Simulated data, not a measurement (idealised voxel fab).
Process module under the name voxel self aligned vias
Cross-sectional view cut (width: 295 nm; square cell size: 5 nm).
A cross-section is a grid of square cells, given in bands from the top down. A band is one or more rows of cells.
Per band: top height and bottom height in nm, followed by the left-to-right materials and their widths in nm; "all across" marks a single material spanning edge to edge, "empty" marks empty space.
Note: height 0 marks the level under which the wafer is uniformly one material as received. Lowest band unbounded below, written "0 down".
Think of "30->40" as a width that walks from the first number to the second as you go down the band, top row to bottom row, taking equal-sized steps from row to row.
"changes: none" means the step left every cell of the cross-section as it was.
Heads up: "Closed cavity list" only lists the empty pockets with no open path to the top that are 8 cells or more, and it writes them as width x height at distance, distance from the left edge, in nm.
On a step's line, text after the settings is the simulator commenting on that step.
The optional step-line setting "overlay nm" applies to steps with a mask and quantifies how far to the right of its planned location the mask lay, a negative value indicating leftward placement.

[So here's the lineup of process steps we planned]
- 1: RECEIVE: material Si
- 2: CONFORMAL_DEP: material SiO2, thk nm 15
- 3: CONFORMAL_DEP: material SiCN, thk nm 5
- 4: DIRECTIONAL_DEP: material SiO2, thk nm 20
- 5: PATTERN: tone open, mask id LINES, material resist, width nm 30, pitch nm 65, thk nm 20, overlay nm 0
- 6: DIRECTIONAL_ETCH: etch materials SiO2, depth nm 20
- 7: STRIP: etch materials resist
- 8: CONFORMAL_DEP: material TiN, thk nm 5
- 9: FILL_DEP: material Ru, thk nm 10
- 10: CMP: height nm 40
- 11: SELECTIVE_ETCH: etch materials W Ru TiN, depth nm 10
- 12: FILL_DEP: material SiN, thk nm 10
- 13: CMP: height nm 40
- 14: DIRECTIONAL_DEP: material SiO2, thk nm 15
- 15: MASKED_ETCH: tone open, mask id VIAS, width nm 50, etch materials SiO2, depth nm 15, overlay nm 0
- 16: MASKED_ETCH: tone open, mask id VIAS, width nm 50, etch materials SiN, depth nm 10, overlay nm 0
- 17: CONFORMAL_DEP: material TiN, thk nm 5
- 18: FILL_DEP: material Ru, thk nm 5
- 19: CMP: height nm 55
- 20: CONFORMAL_DEP: material SiCN, thk nm 5

[The first wafer of two, processed as planned]

[Cross-section of the incoming wafer, state after step 1]
    0 down | Si all across
    Closed cavity list: none

[Sectional view: wafer, after step 2]
    15 to 0 | SiO2 all across
    Unchanged below 0.

[Sectional view: wafer, after step 3]
    20 to 15 | SiCN all across
    Unchanged below 15.

[Sectional view: wafer, after step 4]
    40 to 20 | SiO2 all across
    Unchanged below 20.

[Sectional view: wafer, after step 5]
    60 to 40 | resist=100; empty=30; resist=35; empty=30; resist=100
    Unchanged below 40.

[Sectional view: wafer, after step 6]
    60 to 40 | resist=100; empty=30; resist=35; empty=30; resist=100
    40 to 20 | SiO2=100; empty=30; SiO2=35; empty=30; SiO2=100
    Unchanged below 20.

[Sectional view: wafer, after step 7]
    40 to 20 | SiO2=100; empty=30; SiO2=35; empty=30; SiO2=100
    Unchanged below 20.

[Sectional view: wafer, after step 8]
    45 to 40 | TiN=105; empty=20; TiN=45; empty=20; TiN=105
    40 to 25 | SiO2=100; TiN=5; empty=20; TiN=5; SiO2=35; TiN=5; empty=20; TiN=5; SiO2=100
    25 to 20 | SiO2=100; TiN=30; SiO2=35; TiN=30; SiO2=100
    Unchanged below 20.

[Sectional view: wafer, after step 9]
    55 to 45 | Ru all across
    45 to 40 | TiN=105; Ru=20; TiN=45; Ru=20; TiN=105
    40 to 25 | SiO2=100; TiN=5; Ru=20; TiN=5; SiO2=35; TiN=5; Ru=20; TiN=5; SiO2=100
    Unchanged below 25.

[Sectional view: wafer, after step 10]
    40 to 25 | SiO2=100; TiN=5; Ru=20; TiN=5; SiO2=35; TiN=5; Ru=20; TiN=5; SiO2=100
    Unchanged below 25.

[Sectional view: wafer, after step 11]
    40 to 30 | SiO2=100; empty=30; SiO2=35; empty=30; SiO2=100
    Unchanged below 30.

[Sectional view: wafer, after step 12]
    50 to 40 | SiN all across
    40 to 30 | SiO2=100; SiN=30; SiO2=35; SiN=30; SiO2=100
    Unchanged below 30.

[Sectional view: wafer, after step 13]
    40 to 30 | SiO2=100; SiN=30; SiO2=35; SiN=30; SiO2=100
    Unchanged below 30.

[Sectional view: wafer, after step 14]
    55 to 40 | SiO2 all across
    Unchanged below 40.

[Sectional view: wafer, after step 15]
    55 to 40 | SiO2=90; empty=50; SiO2=155
    Unchanged below 40.

[Sectional view: wafer, after step 16]
    55 to 40 | SiO2=90; empty=50; SiO2=155
    40 to 30 | SiO2=100; empty=30; SiO2=35; SiN=30; SiO2=100
    Unchanged below 30.

[Sectional view: wafer, after step 17]
    60 to 55 | TiN=95; empty=40; TiN=160
    55 to 45 | SiO2=90; TiN=5; empty=40; TiN=5; SiO2=155
    45 to 40 | SiO2=90; TiN=15; empty=20; TiN=15; SiO2=155
    40 to 35 | SiO2=100; TiN=5; empty=20; TiN=5; SiO2=35; SiN=30; SiO2=100
    35 to 30 | SiO2=100; TiN=30; SiO2=35; SiN=30; SiO2=100
    Unchanged below 30.

[Sectional view: wafer, after step 18]
    65 to 60 | Ru all across
    60 to 55 | TiN=95; Ru=40; TiN=160
    55 to 45 | SiO2=90; TiN=5; Ru=40; TiN=5; SiO2=155
    45 to 40 | SiO2=90; TiN=15; Ru=20; TiN=15; SiO2=155
    40 to 35 | SiO2=100; TiN=5; Ru=20; TiN=5; SiO2=35; SiN=30; SiO2=100
    Unchanged below 35.

[Sectional view: wafer, after step 19]
    55 to 45 | SiO2=90; TiN=5; Ru=40; TiN=5; SiO2=155
    Unchanged below 45.

[Sectional view: wafer, after step 20]
    60 to 55 | SiCN all across
    Unchanged below 55.

[second wafer: like start, like plan, one mistake. Through step 17 it matches the first wafer]

[At the planned end of step 18, the second wafer in cross-section]
    65 to 60 | SiN all across
    60 to 55 | TiN=95; SiN=40; TiN=160
    55 to 45 | SiO2=90; TiN=5; SiN=40; TiN=5; SiO2=155
    45 to 40 | SiO2=90; TiN=15; SiN=20; TiN=15; SiO2=155
    40 to 35 | SiO2=100; TiN=5; SiN=20; TiN=5; SiO2=35; SiN=30; SiO2=100
    Unchanged below 35.

[At the planned end of step 19, the second wafer in cross-section]
    55 to 45 | SiO2=90; TiN=5; SiN=40; TiN=5; SiO2=155
    Unchanged below 45.

[At the planned end of step 20, the second wafer in cross-section]
    60 to 55 | SiCN all across
    Unchanged below 55.
Plan not followed: step 18: run off-plan, actual operation and settings FILL_DEP: material SiN, thk nm 5
Materials where the second wafer ends with more or fewer cells than the first: -24 Ru; +24 SiN
